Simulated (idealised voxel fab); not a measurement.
The following is a process module called voxel self aligned contacts.
The width of the displayed cross-section, cut, is 220 nm; its cells are square, with a size of 5 nm.
Cross-section spec: square-cell grid; bands listed top down; each band is one or more rows.
Top height, bottom height, nm. Materials left to right, width each, nm. Single material + "everywhere" = fills band edge to edge. "air" = empty.
Beneath 0, the wafer as received is one material, and that level is where height counting begins. The lowest band goes on downward without a bottom; it is written like "0 nm and below".
The width entry "30 to 40" should be interpreted row by row: the top row of cells in the band takes the first number, the bottom row takes the second number, and the change between adjacent rows is uniform throughout.
"no change", as given for a step, is the statement that not any cell of the cross-section underwent a change during that step.
So "Unvented cavities" is basically the list of trapped voids: any empty space of 8 cells or more that can't reach the top through an opening. They're written width x height at distance, the distance being from the left edge, and it's all nm.
Step line, after settings: the simulator's comment on this step.
On any step carrying a mask, the "overlay nm" setting, if present on the step's line, tells how far right of its planned place the mask lay; negative values point to the left.
# Intended process steps
1 RECEIVE,material Si
2 CONFORMAL_DEP,material SiO2,thk nm 5
3 DIRECTIONAL_DEP,material polySi,thk nm 25
4 DIRECTIONAL_DEP,material SiN,thk nm 15
5 PATTERN,tone cover,mask id GATE,material resist,width nm 35,pitch nm 70,thk nm 20,overlay nm 0
6 DIRECTIONAL_ETCH,etch materials SiN,depth nm 15
7 DIRECTIONAL_ETCH,etch materials polySi,depth nm 25
8 STRIP,etch materials resist
9 CONFORMAL_DEP,material SiN,thk nm 5
10 DIRECTIONAL_ETCH,etch materials SiN,depth nm 5
11 FILL_DEP,material SiO2,thk nm 10
12 CMP,height nm 50
13 DIRECTIONAL_DEP,material aC,thk nm 10
14 PATTERN,tone open,mask id CONTACT,material resist,width nm 55,pitch nm 70,thk nm 30,overlay nm 0
15 DIRECTIONAL_ETCH,etch materials aC,depth nm 10
16 STRIP,etch materials resist
17 DIRECTIONAL_ETCH,etch materials SiO2,depth nm 50
18 STRIP,etch materials aC
19 CONFORMAL_DEP,material TiN,thk nm 5
20 FILL_DEP,material Ru,thk nm 10
21 CMP,height nm 50
22 CONFORMAL_DEP,material SiCN,thk nm 5
# Cross-section of the wafer upon arrival, representing the state reached after step 1
0 nm and below: Si everywhere
Unvented cavities: none
# Sectioned view, first of two wafers, at the close of the module, processed as intended in the plan
55 nm to 50 nm: SiCN everywhere
50 nm to 45 nm: SiO2 45 nm, then TiN 20 nm, then Ru 15 nm, then TiN 20 nm, then SiO2 15 nm, then TiN 20 nm, then Ru 15 nm, then TiN 20 nm, then SiO2 50 nm
45 nm to 30 nm: SiO2 15 nm, then SiN 45 nm, then TiN 5 nm, then Ru 15 nm, then TiN 5 nm, then SiN 45 nm, then TiN 5 nm, then Ru 15 nm, then TiN 5 nm, then SiN 45 nm, then SiO2 20 nm
30 nm to 5 nm: SiO2 15 nm, then SiN 5 nm, then polySi 35 nm, then SiN 5 nm, then TiN 5 nm, then Ru 15 nm, then TiN 5 nm, then SiN 5 nm, then polySi 35 nm, then SiN 5 nm, then TiN 5 nm, then Ru 15 nm, then TiN 5 nm, then SiN 5 nm, then polySi 35 nm, then SiN 5 nm, then SiO2 20 nm
5 nm to 0 nm: SiO2 60 nm, then TiN 25 nm, then SiO2 45 nm, then TiN 25 nm, then SiO2 65 nm
0 nm and below: Si everywhere
Unvented cavities: none
# This is the second of the two wafers, cross-sectioned at the end of the module; it started exactly like the first and was given the same plan, but it was run with one mistake
55 nm to 50 nm: SiCN everywhere
50 nm to 45 nm: SiO2 45 nm, then TiN 15 nm, then Ru 25 nm, then TiN 15 nm, then SiO2 15 nm, then TiN 15 nm, then Ru 25 nm, then TiN 15 nm, then SiO2 50 nm
45 nm to 30 nm: SiO2 20 nm, then SiN 35 nm, then TiN 5 nm, then Ru 25 nm, then TiN 5 nm, then SiN 35 nm, then TiN 5 nm, then Ru 25 nm, then TiN 5 nm, then SiN 35 nm, then SiO2 25 nm
30 nm to 5 nm: SiO2 20 nm, then SiN 5 nm, then polySi 25 nm, then SiN 5 nm, then TiN 5 nm, then Ru 25 nm, then TiN 5 nm, then SiN 5 nm, then polySi 25 nm, then SiN 5 nm, then TiN 5 nm, then Ru 25 nm, then TiN 5 nm, then SiN 5 nm, then polySi 25 nm, then SiN 5 nm, then SiO2 25 nm
5 nm to 0 nm: SiO2 55 nm, then TiN 35 nm, then SiO2 35 nm, then TiN 35 nm, then SiO2 60 nm
0 nm and below: Si everywhere
Unvented cavities: none
Heads up, the wafer didn't run the way we planned it: rather than as planned, step 5 actually ran as PATTERN,tone cover,mask id GATE,material resist,width nm 25,pitch nm 70,thk nm 20,overlay nm 0
Cell-count delta at end, second wafer over first, by material: Ru +36 | SiN -18 | SiO2 +12 | polySi -30
